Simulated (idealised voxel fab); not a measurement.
Documented hereafter: the process module known as voxel capacitor over wiring.
We display cut, a cross-section 195 nm in width whose square cells are each 5 nm.
If you're reading a cross-section in this doc, picture square cells in a grid; it comes to you as bands, top ones listed first down to the bottom, and a band can be one or more rows of cells.
Basically the band line says how high the top is and how high the bottom is, in nm, and then what's in it from left to right, every material with its width in nm. Empty space shows up as "air", and if a single material carries "edge to edge" it runs the full band edge to edge.
It should be noted that heights are counted from 0, beneath which the wafer as supplied is of one material throughout, and that the lowest band possesses no lower boundary but continues downward, as written in "0..down".
A width given as "30..40" starts at the first number in the band's top row and ends at the second number in its bottom row, shifting by an equal amount at every step from row to row.
It should be understood that the words "nothing altered", when stated for a given step, signify that the cross-section underwent no change in any of its cells during that step.
For the entry "Closed void listing", the listed items are empty spaces with no open way to the top whose size is 8 cells or more; each item follows the pattern width x height at distance, where distance is from the left edge and all three are in nm.
Whatever follows a step's settings on its line is a remark the simulator itself makes about that step.
Steps that use a mask can have "overlay nm" on their line. It says how far the mask sat to the right of where it was meant to be. Negative means to the left.
## Process steps foreseen in the plan
1,RECEIVE [material Si]
2,CONFORMAL_DEP [material SiO2] [thk nm 10]
3,DIRECTIONAL_DEP [material TiN] [thk nm 5]
4,DIRECTIONAL_DEP [material W] [thk nm 25]
5,PATTERN [tone cover] [mask id METAL_1] [material resist] [width nm 25] [pitch nm 90] [thk nm 15] [overlay nm -15]
6,DIRECTIONAL_ETCH [etch materials W] [depth nm 25]
7,DIRECTIONAL_ETCH [etch materials TiN] [depth nm 5]
8,STRIP [etch materials resist]
9,CONFORMAL_DEP [material SiN] [thk nm 5]
10,FILL_DEP [material SiO2] [thk nm 5]
11,CMP [height nm 40]
12,CONFORMAL_DEP [material SiCN] [thk nm 5]
13,DIRECTIONAL_DEP [material SiO2] [thk nm 20]
14,DIRECTIONAL_DEP [material aC] [thk nm 15]
15,PATTERN [tone open] [mask id PLUG_1] [material resist] [width nm 15] [thk nm 35] [overlay nm 0]
16,DIRECTIONAL_ETCH [etch materials aC] [depth nm 15]
17,STRIP [etch materials resist]
18,DIRECTIONAL_ETCH [etch materials SiO2] [depth nm 20]
19,DIRECTIONAL_ETCH [etch materials SiCN] [depth nm 5]
20,STRIP [etch materials aC]
21,EPI [material Ru] [thk nm 10]
22,EPI [material Ru] [thk nm 10]
23,EPI [material Ru] [thk nm 5]
24,DIRECTIONAL_DEP [material TiN] [thk nm 5]
25,DIRECTIONAL_DEP [material Al2O3] [thk nm 5]
26,DIRECTIONAL_DEP [material TiN] [thk nm 10]
27,MASKED_ETCH [tone cover] [mask id UPPER_PLATE] [width nm 70] [etch materials TiN] [depth nm 10] [overlay nm 0]
28,MASKED_ETCH [tone cover] [mask id UPPER_PLATE] [width nm 70] [etch materials Al2O3] [depth nm 5] [overlay nm 0]
29,MASKED_ETCH [tone cover] [mask id LOWER_PLATE] [width nm 80] [etch materials TiN] [depth nm 5] [overlay nm 0]
30,FILL_DEP [material SiO2] [thk nm 20]
31,CMP [height nm 100]
32,MASKED_ETCH [tone open] [mask id PLUG_2] [width nm 15] [etch materials SiO2] [depth nm 15] [overlay nm 0]
33,CONFORMAL_DEP [material TiN] [thk nm 5]
34,FILL_DEP [material Ru] [thk nm 5]
35,CMP [height nm 100]
36,CONFORMAL_DEP [material SiCN] [thk nm 5]
Wafer-to-wafer difference: overlay nm, step 5. Common start. Plan = first wafer's value.
## Cut through the first of several wafers as received, post step 1
  0..down: Si edge to edge
  Closed void listing: none
## Row per wafer, end-of-module: cell gain (+)/loss (-) by material since the wafer came in, then closed voids
overlay nm -15 | +14 Al2O3 | +2 Ru | +75 SiCN | +49 SiN | +568 SiO2 | +61 TiN | +50 W | Closed void listing: none
overlay nm -10 | +14 Al2O3 | +17 Ru | +75 SiCN | +49 SiN | +553 SiO2 | +61 TiN | +50 W | Closed void listing: none
overlay nm -5 | +14 Al2O3 | +17 Ru | +75 SiCN | +49 SiN | +553 SiO2 | +61 TiN | +50 W | Closed void listing: none
overlay nm 0 | +14 Al2O3 | +17 Ru | +75 SiCN | +49 SiN | +553 SiO2 | +61 TiN | +50 W | Closed void listing: none
overlay nm 5 | +14 Al2O3 | +17 Ru | +75 SiCN | +49 SiN | +553 SiO2 | +61 TiN | +50 W | Closed void listing: none
overlay nm 10 | +14 Al2O3 | +17 Ru | +75 SiCN | +49 SiN | +553 SiO2 | +61 TiN | +50 W | Closed void listing: none
overlay nm 15 | +14 Al2O3 | +17 Ru | +75 SiCN | +49 SiN | +553 SiO2 | +61 TiN | +50 W | Closed void listing: none
